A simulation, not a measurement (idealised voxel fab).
voxel released beams: a process module
This is section cut - it's 270 nm across, gridded in 5 nm square cells.
Format of a cross-section: grid, square cells. Given as bands. Order: top down. Band: one or more rows of cells.
The band entry comprises the height of the band's top followed by the height of its bottom, expressed in nm, and subsequently the band's materials from left to right, each stated together with its width in nm. Where a single material is marked with the word "everywhere", that material fills the band from edge to edge. The word "blank" represents empty space.
Height reference: 0 = level under which incoming wafer is all one material. Lowest band: no bottom, runs on downward, e.g. "0 and below".
Think of "30..40" as a width that walks from the first number to the second as you go down the band, top row to bottom row, taking equal-sized steps from row to row.
"no change occurred" (step): cross-section cells unchanged, all of them.
Under "Voids, fully enclosed" you'll find the enclosed gaps, the ones with no way out to the top, that are 8 cells or bigger; each reads width x height at distance, with distance counted from the left edge, everything in nm.
Formally, on a step line, whatever follows the settings is a remark that the simulator itself makes on the step.
On any step carrying a mask, the "overlay nm" setting, if present on the step's line, tells how far right of its planned place the mask lay; negative values point to the left.

-- Set out below are the planned steps of the process
step 1: RECEIVE, material Si
step 2: CONFORMAL_DEP, material Al2O3, thk nm 10
step 3: DIRECTIONAL_DEP, material SiO2, thk nm 10
step 4: PATTERN, tone open, mask id ANCHOR, material resist, width nm 40, thk nm 20, overlay nm 0
step 5: DIRECTIONAL_ETCH, etch materials SiO2, depth nm 10
step 6: STRIP, etch materials resist
step 7: CONFORMAL_DEP, material SiN, thk nm 15
step 8: DIRECTIONAL_DEP, material aC, thk nm 15
step 9: PATTERN, tone cover, mask id BEAM, material resist, width nm 110, thk nm 35, overlay nm 0
step 10: DIRECTIONAL_ETCH, etch materials aC, depth nm 15
step 11: STRIP, etch materials resist
step 12: DIRECTIONAL_ETCH, etch materials SiN, depth nm 15
step 13: STRIP, etch materials aC
step 14: STRIP, etch materials SiO2

-- The first of the two wafers, which ran as planned

-- Cross-section of the wafer as it came to us, i.e., already through step 1
0 and below | Si everywhere
Voids, fully enclosed: none

-- Cross-section of the wafer subsequent to step 2
10 down to 0 | Al2O3 everywhere
Below 0, the layers are the same as they were.

-- Cross-section of the wafer subsequent to step 3
20 down to 10 | SiO2 everywhere
Below 10, the layers are the same as they were.

-- Cross-section of the wafer subsequent to step 4
40 down to 20 | resist (80), then blank (40), then resist (150)
Below 20, the layers are the same as they were.

-- Cross-section of the wafer subsequent to step 5
40 down to 20 | resist (80), then blank (40), then resist (150)
20 down to 10 | SiO2 (80), then blank (40), then SiO2 (150)
Below 10, the layers are the same as they were.

-- Cross-section of the wafer subsequent to step 6
20 down to 10 | SiO2 (80), then blank (40), then SiO2 (150)
Below 10, the layers are the same as they were.

-- Cross-section of the wafer subsequent to step 7
35 down to 25 | SiN (95), then blank (10), then SiN (165)
25 down to 20 | SiN everywhere
20 down to 10 | SiO2 (80), then SiN (40), then SiO2 (150)
Below 10, the layers are the same as they were.

-- Cross-section of the wafer subsequent to step 8
50 down to 40 | aC (95), then blank (10), then aC (165)
40 down to 35 | aC everywhere
35 down to 25 | SiN (95), then aC (10), then SiN (165)
Below 25, the layers are the same as they were.

-- Cross-section of the wafer subsequent to step 9
85 down to 50 | blank (75), then resist (110), then blank (85)
50 down to 40 | aC (95), then resist (10), then aC (165)
Below 40, the layers are the same as they were.

-- Cross-section of the wafer subsequent to step 10
70 down to 50 | blank (75), then resist (110), then blank (85)
50 down to 40 | blank (75), then aC (20), then resist (10), then aC (80), then blank (85)
40 down to 35 | blank (75), then aC (110), then blank (85)
Below 35, the layers are the same as they were.

-- Cross-section of the wafer subsequent to step 11
50 down to 40 | blank (75), then aC (20), then blank (10), then aC (80), then blank (85)
Below 40, the layers are the same as they were.

-- Cross-section of the wafer subsequent to step 12
50 down to 40 | blank (75), then aC (20), then blank (10), then aC (80), then blank (85)
40 down to 35 | blank (75), then aC (110), then blank (85)
35 down to 25 | blank (75), then SiN (20), then aC (10), then SiN (80), then blank (85)
25 down to 20 | blank (75), then SiN (110), then blank (85)
Below 20, the layers are the same as they were.

-- Cross-section of the wafer subsequent to step 13
35 down to 25 | blank (75), then SiN (20), then blank (10), then SiN (80), then blank (85)
Below 25, the layers are the same as they were.

-- Cross-section of the wafer subsequent to step 14
35 down to 25 | blank (75), then SiN (20), then blank (10), then SiN (80), then blank (85)
25 down to 20 | blank (75), then SiN (110), then blank (85)
20 down to 10 | blank (80), then SiN (40), then blank (150)
Below 10, the layers are the same as they were.

-- What follows concerns the second wafer, which started out like the first and was meant to follow the very same plan; one mistake crept in when it was run, but everything up to and including step 6 is the same as for the first wafer

-- Cross-section of the second wafer at the time step 7 of the plan should have ended
50 down to 20 | SiN everywhere
20 down to 10 | SiO2 (80), then SiN (40), then SiO2 (150)
Below 10, the layers are the same as they were.

-- Cross-section of the second wafer at the time step 8 of the plan should have ended
65 down to 50 | aC everywhere
Below 50, the layers are the same as they were.

-- Cross-section of the second wafer at the time step 9 of the plan should have ended
100 down to 65 | blank (75), then resist (110), then blank (85)
Below 65, the layers are the same as they were.

-- Cross-section of the second wafer at the time step 10 of the plan should have ended
85 down to 65 | blank (75), then resist (110), then blank (85)
65 down to 50 | blank (75), then aC (110), then blank (85)
Below 50, the layers are the same as they were.

-- Cross-section of the second wafer at the time step 11 of the plan should have ended
65 down to 50 | blank (75), then aC (110), then blank (85)
Below 50, the layers are the same as they were.

-- Cross-section of the second wafer at the time step 12 of the plan should have ended
65 down to 50 | blank (75), then aC (110), then blank (85)
50 down to 35 | blank (75), then SiN (110), then blank (85)
Below 35, the layers are the same as they were.

-- Cross-section of the second wafer at the time step 13 of the plan should have ended
50 down to 35 | blank (75), then SiN (110), then blank (85)
Below 35, the layers are the same as they were.

Cross-section of the second wafer at the time step 14 of the plan should have ended: no change occurred
Processing error: step 7 from the plan got run twice
End check, counted in cells, second wafer has more or fewer of these materials than the first: 166 more of SiN, 92 more of SiO2
